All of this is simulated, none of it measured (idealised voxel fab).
Process module heading - voxel local oxidation
Pictured: cross-section cut, 160 nm wide, on a grid of 5 nm square cells.
A cross-section is written here as square cells arranged in a grid, and it is given in bands from the top down, each band taking up one or more rows of cells. The band entry comprises the height of the band's top followed by the height of its bottom, expressed in nm, and subsequently the band's materials from left to right, each stated together with its width in nm. Where a single material is marked with the word "everywhere", that material fills the band from edge to edge. The word "empty" represents empty space. A quick word on heights: they are counted from 0, and under that level the wafer as it came to us is one material throughout. The lowest band is different from the rest in having no bottom; it simply continues downward, written as in "0 and below". Graded width ("30..40"): value in top row of band = first number; value in bottom row = second number; row-to-row change constant. Where a step carries "nothing changed", the cross-section came out of it unchanged, cell for cell. "Fully enclosed voids": sealed empty spaces, 8 cells or more, no open way to top, listed width x height at distance, with distance from the left edge and width, height and distance in nm. Whatever follows a step's settings on its line is a remark the simulator itself makes about that step. The optional step-line setting "overlay nm" applies to steps with a mask and quantifies how far to the right of its planned location the mask lay, a negative value indicating leftward placement. Layout of what follows: cross-section pairs, each bracketing one process step, the after cross-section shown only to the lowest band that changed, the step between and its settings noted under each pair. Pairs may originate in different runs of this module on the same starting wafer; a pair continues from the pair above only where its entry headed "Pre-process cross-section" says so.

**Pre-process cross-section**
  0 and below = Si everywhere
  Fully enclosed voids: none

**Section, Post-Step**
  5 down to 0 = SiO2 everywhere
  Below 0, no change.
  Fully enclosed voids: none
Between before and after as drawn above: CONFORMAL_DEP,material SiO2,thk nm 5

Pre-process cross-section: see preceding pair, after cross-section.

**Section, Post-Step**
  20 down to 5 = SiN everywhere
  Below 5, no change.
  Fully enclosed voids: none
Between before and after as drawn above: CONFORMAL_DEP,material SiN,thk nm 15

Pre-process cross-section: see preceding pair, after cross-section.

**Section, Post-Step**
  35 down to 20 = aC everywhere
  Below 20, no change.
  Fully enclosed voids: none
Between before and after as drawn above: DIRECTIONAL_DEP,material aC,thk nm 15

Pre-process cross-section: see preceding pair, after cross-section.

**Section, Post-Step**
  65 down to 35 = empty: 30, resist: 100, empty: 30
  Below 35, no change.
  Fully enclosed voids: none
Between before and after as drawn above: PATTERN,tone cover,mask id ACTIVE,material resist,width nm 100,thk nm 30,overlay nm 0

Pre-process cross-section: see preceding pair, after cross-section.

**Section, Post-Step**
  50 down to 35 = empty: 30, resist: 100, empty: 30
  35 down to 20 = empty: 30, aC: 100, empty: 30
  Below 20, no change.
  Fully enclosed voids: none
Between before and after as drawn above: DIRECTIONAL_ETCH,etch materials aC,depth nm 15

Pre-process cross-section: see preceding pair, after cross-section.

**Section, Post-Step**
  35 down to 20 = empty: 30, aC: 100, empty: 30
  Below 20, no change.
  Fully enclosed voids: none
Between before and after as drawn above: STRIP,etch materials resist

Pre-process cross-section: see preceding pair, after cross-section.

**Section, Post-Step**
  35 down to 20 = empty: 30, aC: 100, empty: 30
  20 down to 5 = empty: 30, SiN: 100, empty: 30
  Below 5, no change.
  Fully enclosed voids: none
Between before and after as drawn above: DIRECTIONAL_ETCH,etch materials SiN,depth nm 15

Pre-process cross-section: see preceding pair, after cross-section.

**Section, Post-Step**
  20 down to 5 = empty: 30, SiN: 100, empty: 30
  Below 5, no change.
  Fully enclosed voids: none
Between before and after as drawn above: STRIP,etch materials aC

Pre-process cross-section: see preceding pair, after cross-section.

**Section, Post-Step**
  20 down to 5 = empty: 30, SiN: 100, empty: 30
  5 down to 0 = empty: 35, SiO2: 90, empty: 35
  Below 0, no change.
  Fully enclosed voids: none
Between before and after as drawn above: SELECTIVE_ETCH,etch materials SiO2,depth nm 5

Pre-process cross-section: see preceding pair, after cross-section.

**Section, Post-Step**
  20 down to 5 = empty: 30, SiN: 100, empty: 30
  5 down to 0 = empty: 35, SiO2: 90, empty: 35
  0 down to -10 = SiO2: 45, Si: 70, SiO2: 45
  Below -10, no change.
  Fully enclosed voids: none
Between before and after as drawn above: OXIDIZE,depth nm 10

Pre-process cross-section: see preceding pair, after cross-section.

**Section, Post-Step**
  5 down to 0 = empty: 35, SiO2: 90, empty: 35
  Below 0, no change.
  Fully enclosed voids: none
Between before and after as drawn above: STRIP,etch materials SiN

**Pre-process cross-section**
  0 and below = Si everywhere
  Fully enclosed voids: none

**Section, Post-Step**
  15 down to 0 = SiN everywhere
  Below 0, no change.
  Fully enclosed voids: none
Between before and after as drawn above: CONFORMAL_DEP,material SiN,thk nm 15

Pre-process cross-section: see preceding pair, after cross-section.

**Section, Post-Step**
  30 down to 15 = aC everywhere
  Below 15, no change.
  Fully enclosed voids: none
Between before and after as drawn above: DIRECTIONAL_DEP,material aC,thk nm 15

Pre-process cross-section: see preceding pair, after cross-section.

**Section, Post-Step**
  60 down to 30 = empty: 30, resist: 100, empty: 30
  Below 30, no change.
  Fully enclosed voids: none
Between before and after as drawn above: PATTERN,tone cover,mask id ACTIVE,material resist,width nm 100,thk nm 30,overlay nm 0

Pre-process cross-section: see preceding pair, after cross-section.

**Section, Post-Step**
  45 down to 30 = empty: 30, resist: 100, empty: 30
  30 down to 15 = empty: 30, aC: 100, empty: 30
  Below 15, no change.
  Fully enclosed voids: none
Between before and after as drawn above: DIRECTIONAL_ETCH,etch materials aC,depth nm 15

Pre-process cross-section: see preceding pair, after cross-section.

**Section, Post-Step**
  30 down to 15 = empty: 30, aC: 100, empty: 30
  Below 15, no change.
  Fully enclosed voids: none
Between before and after as drawn above: STRIP,etch materials resist

Pre-process cross-section: see preceding pair, after cross-section.

**Section, Post-Step**
  30 down to 15 = empty: 30, aC: 100, empty: 30
  15 down to 0 = empty: 30, SiN: 100, empty: 30
  Below 0, no change.
  Fully enclosed voids: none
Between before and after as drawn above: DIRECTIONAL_ETCH,etch materials SiN,depth nm 15

Pre-process cross-section: see preceding pair, after cross-section.

**Section, Post-Step**
  15 down to 0 = empty: 30, SiN: 100, empty: 30
  Below 0, no change.
  Fully enclosed voids: none
Between before and after as drawn above: STRIP,etch materials aC

Pre-process cross-section: see preceding pair, after cross-section.

**Section, Post-Step**
  15 down to 0 = empty: 30, SiN: 100, empty: 30
  0 down to -10 = SiO2: 40, Si: 80, SiO2: 40
  Below -10, no change.
  Fully enclosed voids: none
Between before and after as drawn above: OXIDIZE,depth nm 10

Pre-process cross-section: see preceding pair, after cross-section.

**Section, Post-Step**
  0 down to -10 = SiO2: 40, Si: 80, SiO2: 40
  Below -10, no change.
  Fully enclosed voids: none
Between before and after as drawn above: STRIP,etch materials SiN

**Pre-process cross-section**
  35 down to 20 = empty: 30, aC: 100, empty: 30
  20 down to 5 = empty: 30, SiN: 100, empty: 30
  5 down to 0 = SiO2 everywhere
  0 and below = Si everywhere
  Fully enclosed voids: none

**Section, Post-Step**
  35 down to 20 = empty: 30, aC: 100, empty: 30
  20 down to 5 = empty: 30, SiN: 100, empty: 30
  5 down to 0 = empty: 35, SiO2: 90, empty: 35
  Below 0, no change.
  Fully enclosed voids: none
Between before and after as drawn above: SELECTIVE_ETCH,etch materials SiO2,depth nm 5

Pre-process cross-section: see preceding pair, after cross-section.

**Section, Post-Step**
  20 down to 5 = empty: 30, SiN: 100, empty: 30
  Below 5, no change.
  Fully enclosed voids: none
Between before and after as drawn above: STRIP,etch materials aC

**Pre-process cross-section**
  20 down to 5 = empty: 30, SiN: 100, empty: 30
  5 down to 0 = SiO2 everywhere
  0 and below = Si everywhere
  Fully enclosed voids: none

**Section, Post-Step**
  20 down to 5 = empty: 30, SiN: 100, empty: 30
  5 down to 0 = empty: 45, SiO2: 70, empty: 45
  Below 0, no change.
  Fully enclosed voids: none
Between before and after as drawn above: SELECTIVE_ETCH,etch materials SiO2,depth nm 15

Pre-process cross-section: see preceding pair, after cross-section.

**Section, Post-Step**
  20 down to 5 = empty: 30, SiN: 100, empty: 30
  5 down to 0 = empty: 45, SiO2: 70, empty: 45
  0 down to -10 = SiO2: 55, Si: 50, SiO2: 55
  Below -10, no change.
  Fully enclosed voids: none
Between before and after as drawn above: OXIDIZE,depth nm 10

Pre-process cross-section: see preceding pair, after cross-section.

**Section, Post-Step**
  5 down to 0 = empty: 45, SiO2: 70, empty: 45
  Below 0, no change.
  Fully enclosed voids: none
Between before and after as drawn above: STRIP,etch materials SiN

**Pre-process cross-section**
  35 down to 20 = aC everywhere
  20 down to 5 = SiN everywhere
  5 down to 0 = SiO2 everywhere
  0 and below = Si everywhere
  Fully enclosed voids: none

**Section, Post-Step**
  65 down to 35 = empty: 30, resist: 105, empty: 25
  Below 35, no change.
  Fully enclosed voids: none
Between before and after as drawn above: PATTERN,tone cover,mask id ACTIVE,material resist,width nm 105,thk nm 30,overlay nm 0

Pre-process cross-section: see preceding pair, after cross-section.

**Section, Post-Step**
  50 down to 35 = empty: 30, resist: 105, empty: 25
  35 down to 20 = empty: 30, aC: 105, empty: 25
  Below 20, no change.
  Fully enclosed voids: none
Between before and after as drawn above: DIRECTIONAL_ETCH,etch materials aC,depth nm 15

Pre-process cross-section: see preceding pair, after cross-section.

**Section, Post-Step**
  35 down to 20 = empty: 30, aC: 105, empty: 25
  Below 20, no change.
  Fully enclosed voids: none
Between before and after as drawn above: STRIP,etch materials resist

Pre-process cross-section: see preceding pair, after cross-section.

**Section, Post-Step**
  35 down to 20 = empty: 30, aC: 105, empty: 25
  20 down to 5 = empty: 30, SiN: 105, empty: 25
  Below 5, no change.
  Fully enclosed voids: none
Between before and after as drawn above: DIRECTIONAL_ETCH,etch materials SiN,depth nm 15

Pre-process cross-section: see preceding pair, after cross-section.

**Section, Post-Step**
  20 down to 5 = empty: 30, SiN: 105, empty: 25
  Below 5, no change.
  Fully enclosed voids: none
Between before and after as drawn above: STRIP,etch materials aC

Pre-process cross-section: see preceding pair, after cross-section.

**Section, Post-Step**
  20 down to 5 = empty: 30, SiN: 105, empty: 25
  5 down to 0 = empty: 35, SiO2: 95, empty: 30
  Below 0, no change.
  Fully enclosed voids: none
Between before and after as drawn above: SELECTIVE_ETCH,etch materials SiO2,depth nm 5

Pre-process cross-section: see preceding pair, after cross-section.

**Section, Post-Step**
  20 down to 5 = empty: 30, SiN: 105, empty: 25
  5 down to 0 = empty: 35, SiO2: 95, empty: 30
  0 down to -10 = SiO2: 45, Si: 75, SiO2: 40
  Below -10, no change.
  Fully enclosed voids: none
Between before and after as drawn above: OXIDIZE,depth nm 10

Pre-process cross-section: see preceding pair, after cross-section.

**Section, Post-Step**
  5 down to 0 = empty: 35, SiO2: 95, empty: 30
  Below 0, no change.
  Fully enclosed voids: none
Between before and after as drawn above: STRIP,etch materials SiN

**Pre-process cross-section**
  35 down to 20 = aC everywhere
  20 down to 5 = SiN everywhere
  5 down to 0 = SiO2 everywhere
  0 and below = Si everywhere
  Fully enclosed voids: none

**Section, Post-Step**
  65 down to 35 = empty: 25, resist: 100, empty: 35
  Below 35, no change.
  Fully enclosed voids: none
Between before and after as drawn above: PATTERN,tone cover,mask id ACTIVE,material resist,width nm 100,thk nm 30,overlay nm -5

Pre-process cross-section: see preceding pair, after cross-section.

**Section, Post-Step**
  50 down to 35 = empty: 25, resist: 100, empty: 35
  35 down to 20 = empty: 25, aC: 100, empty: 35
  Below 20, no change.
  Fully enclosed voids: none
Between before and after as drawn above: DIRECTIONAL_ETCH,etch materials aC,depth nm 15

Pre-process cross-section: see preceding pair, after cross-section.

**Section, Post-Step**
  35 down to 20 = empty: 25, aC: 100, empty: 35
  Below 20, no change.
  Fully enclosed voids: none
Between before and after as drawn above: STRIP,etch materials resist

Pre-process cross-section: see preceding pair, after cross-section.

**Section, Post-Step**
  35 down to 20 = empty: 25, aC: 100, empty: 35
  20 down to 5 = empty: 25, SiN: 100, empty: 35
  Below 5, no change.
  Fully enclosed voids: none
Between before and after as drawn above: DIRECTIONAL_ETCH,etch materials SiN,depth nm 15

Pre-process cross-section: see preceding pair, after cross-section.

**Section, Post-Step**
  20 down to 5 = empty: 25, SiN: 100, empty: 35
  Below 5, no change.
  Fully enclosed voids: none
Between before and after as drawn above: STRIP,etch materials aC

Pre-process cross-section: see preceding pair, after cross-section.

**Section, Post-Step**
  20 down to 5 = empty: 25, SiN: 100, empty: 35
  5 down to 0 = empty: 30, SiO2: 90, empty: 40
  Below 0, no change.
  Fully enclosed voids: none
Between before and after as drawn above: SELECTIVE_ETCH,etch materials SiO2,depth nm 5

Pre-process cross-section: see preceding pair, after cross-section.

**Section, Post-Step**
  20 down to 5 = empty: 25, SiN: 100, empty: 35
  5 down to 0 = empty: 30, SiO2: 90, empty: 40
  0 down to -10 = SiO2: 40, Si: 70, SiO2: 50
  Below -10, no change.
  Fully enclosed voids: none
Between before and after as drawn above: OXIDIZE,depth nm 10

Pre-process cross-section: see preceding pair, after cross-section.

**Section, Post-Step**
  5 down to 0 = empty: 30, SiO2: 90, empty: 40
  Below 0, no change.
  Fully enclosed voids: none
Between before and after as drawn above: STRIP,etch materials SiN

**Pre-process cross-section**
  20 down to 5 = SiN everywhere
  5 down to 0 = SiO2 everywhere
  0 and below = Si everywhere
  Fully enclosed voids: none

**Section, Post-Step**
  35 down to 20 = SiO2 everywhere
  Below 20, no change.
  Fully enclosed voids: none
Between before and after as drawn above: DIRECTIONAL_DEP,material SiO2,thk nm 15

Pre-process cross-section: see preceding pair, after cross-section.

**Section, Post-Step**
  65 down to 35 = empty: 30, resist: 100, empty: 30
  Below 35, no change.
  Fully enclosed voids: none
Between before and after as drawn above: PATTERN,tone cover,mask id ACTIVE,material resist,width nm 100,thk nm 30,overlay nm 0

Pre-process cross-section: see preceding pair, after cross-section.

**Section, Post-Step**
  50 down to 35 = empty: 30, resist: 100, empty: 30
  Below 35, no change.
  Fully enclosed voids: none
Between before and after as drawn above: DIRECTIONAL_ETCH,etch materials aC,depth nm 15

Pre-process cross-section: see preceding pair, after cross-section.

**Section, Post-Step**
  35 down to 20 = SiO2 everywhere
  Below 20, no change.
  Fully enclosed voids: none
Between before and after as drawn above: STRIP,etch materials resist

Pre-process cross-section: see preceding pair, after cross-section.

**Section, Post-Step**
  30 down to 20 = SiO2 everywhere
  Below 20, no change.
  Fully enclosed voids: none
Between before and after as drawn above: SELECTIVE_ETCH,etch materials SiO2,depth nm 5

**Pre-process cross-section**
  35 down to 20 = aC everywhere
  20 down to 5 = SiN everywhere
  5 down to 0 = SiO2 everywhere
  0 and below = Si everywhere
  Fully enclosed voids: none

**Section, Post-Step**
  65 down to 35 = resist: 30, empty: 100, resist: 30
  Below 35, no change.
  Fully enclosed voids: none
Between before and after as drawn above: PATTERN,tone open,mask id ACTIVE,material resist,width nm 100,thk nm 30,overlay nm 0

Pre-process cross-section: see preceding pair, after cross-section.

**Section, Post-Step**
  50 down to 35 = resist: 30, empty: 100, resist: 30
  35 down to 20 = aC: 30, empty: 100, aC: 30
  Below 20, no change.
  Fully enclosed voids: none
Between before and after as drawn above: DIRECTIONAL_ETCH,etch materials aC,depth nm 15

Pre-process cross-section: see preceding pair, after cross-section.

**Section, Post-Step**
  35 down to 20 = aC: 30, empty: 100, aC: 30
  Below 20, no change.
  Fully enclosed voids: none
Between before and after as drawn above: STRIP,etch materials resist

Pre-process cross-section: see preceding pair, after cross-section.

**Section, Post-Step**
  35 down to 20 = aC: 30, empty: 100, aC: 30
  20 down to 5 = SiN: 30, empty: 100, SiN: 30
  Below 5, no change.
  Fully enclosed voids: none
Between before and after as drawn above: DIRECTIONAL_ETCH,etch materials SiN,depth nm 15

Pre-process cross-section: see preceding pair, after cross-section.

**Section, Post-Step**
  20 down to 5 = SiN: 30, empty: 100, SiN: 30
  Below 5, no change.
  Fully enclosed voids: none
Between before and after as drawn above: STRIP,etch materials aC

Pre-process cross-section: see preceding pair, after cross-section.

**Section, Post-Step**
  20 down to 5 = SiN: 30, empty: 100, SiN: 30
  5 down to 0 = SiO2: 25, empty: 110, SiO2: 25
  Below 0, no change.
  Fully enclosed voids: none
Between before and after as drawn above: SELECTIVE_ETCH,etch materials SiO2,depth nm 5

Pre-process cross-section: see preceding pair, after cross-section.

**Section, Post-Step**
  20 down to 5 = SiN: 30, empty: 100, SiN: 30
  5 down to 0 = SiO2: 25, empty: 110, SiO2: 25
  0 down to -10 = Si: 15, SiO2: 130, Si: 15
  Below -10, no change.
  Fully enclosed voids: none
Between before and after as drawn above: OXIDIZE,depth nm 10

Pre-process cross-section: see preceding pair, after cross-section.

**Section, Post-Step**
  5 down to 0 = SiO2: 25, empty: 110, SiO2: 25
  Below 0, no change.
  Fully enclosed voids: none
Between before and after as drawn above: STRIP,etch materials SiN
